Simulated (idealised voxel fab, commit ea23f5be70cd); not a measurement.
process module | voxel ribs on slabs
cross-section cut | 175 nm wide | cells 5 nm
A cross-section is a grid of square cells, given in bands from the top down. A band is one or more rows of cells.
Each band's line starts with the height of the band's top and of its bottom, in nm. Then come its materials from left to right, each with its width in nm. One material with "throughout" fills the band from edge to edge. "air" is empty space.
Height 0 is the level under which the wafer as received is all one material. The lowest band goes on downwards, as in "0 down".
A width such as "30 to 40" changes by the same amount from each row of cells to the next, from the band's top row to its bottom row.
"no change" after a step means that no cell of the cross-section changed.
closed voids: empty space of 8 cells or more with no open way to the top, each as width x height at its distance from the left edge, in nm
after a step's settings: what the simulator itself notes on the step
overlay nm, on a step with a mask: how far to the right of its planned place the mask lay; to the left if negative
plan
1 op RECEIVE | material Si
2 op DIRECTIONAL_DEP | material SiO2 | thk nm 30
3 op DIRECTIONAL_DEP | material SiN | thk nm 15
4 op DIRECTIONAL_DEP | material aC | thk nm 15
5 op PATTERN | tone cover | mask id RIB | material resist | width nm 15 | thk nm 35 | overlay nm 0
6 op DIRECTIONAL_ETCH | etch materials aC | depth nm 15
7 op STRIP | etch materials resist
8 op DIRECTIONAL_ETCH | etch materials SiN | depth nm 5
9 op STRIP | etch materials aC
10 op DIRECTIONAL_DEP | material aC | thk nm 15
11 op PATTERN | tone cover | mask id SLAB | material resist | width nm 35 | thk nm 35 | overlay nm 0
12 op DIRECTIONAL_ETCH | etch materials aC | depth nm 15
13 op STRIP | etch materials resist
14 op DIRECTIONAL_ETCH | etch materials SiN | depth nm 10
15 op STRIP | etch materials aC
16 op FILL_DEP | material SiO2 | thk nm 20
17 op CMP | height nm 55
18 op DIRECTIONAL_DEP | material W | thk nm 10
19 op DIRECTIONAL_DEP | material aC | thk nm 10
20 op PATTERN | tone cover | mask id HEATER | material resist | width nm 25 | thk nm 30 | overlay nm 0
21 op DIRECTIONAL_ETCH | etch materials aC | depth nm 10
22 op STRIP | etch materials resist
23 op DIRECTIONAL_ETCH | etch materials W | depth nm 10
24 op STRIP | etch materials aC
25 op CONFORMAL_DEP | material SiN | thk nm 10
varied across the wafers: width nm of step 11. The plan shows the first wafer's value. All wafers start alike
first wafer as received, after step 1
  0 down: Si throughout
  closed voids: none
first wafer at the end, after step 25
  75 to 65: air 65 | SiN 45 | air 65
  65 to 55: SiN 75 | W 25 | SiN 75
  55 to 45: SiO2 throughout
  45 to 40: SiO2 80 | SiN 15 | SiO2 80
  40 to 30: SiO2 70 | SiN 35 | SiO2 70
  30 to 0: SiO2 throughout
  0 down: Si throughout
  closed voids: none
last wafer at the end
  75 to 65: air 65 | SiN 45 | air 65
  65 to 55: SiN 75 | W 25 | SiN 75
  55 to 45: SiO2 throughout
  45 to 40: SiO2 80 | SiN 15 | SiO2 80
  40 to 30: SiO2 60 | SiN 60 | SiO2 55
  30 to 0: SiO2 throughout
  0 down: Si throughout
  closed voids: none
each wafer at the end: cells of each material gained (+) or lost (-) since it was received, then its closed voids
width nm 35 | +95 SiN | +368 SiO2 | +10 W | closed voids: none
width nm 40 | +97 SiN | +366 SiO2 | +10 W | closed voids: none
width nm 45 | +99 SiN | +364 SiO2 | +10 W | closed voids: none
width nm 50 | +101 SiN | +362 SiO2 | +10 W | closed voids: none
width nm 55 | +103 SiN | +360 SiO2 | +10 W | closed voids: none
width nm 60 | +105 SiN | +358 SiO2 | +10 W | closed voids: none
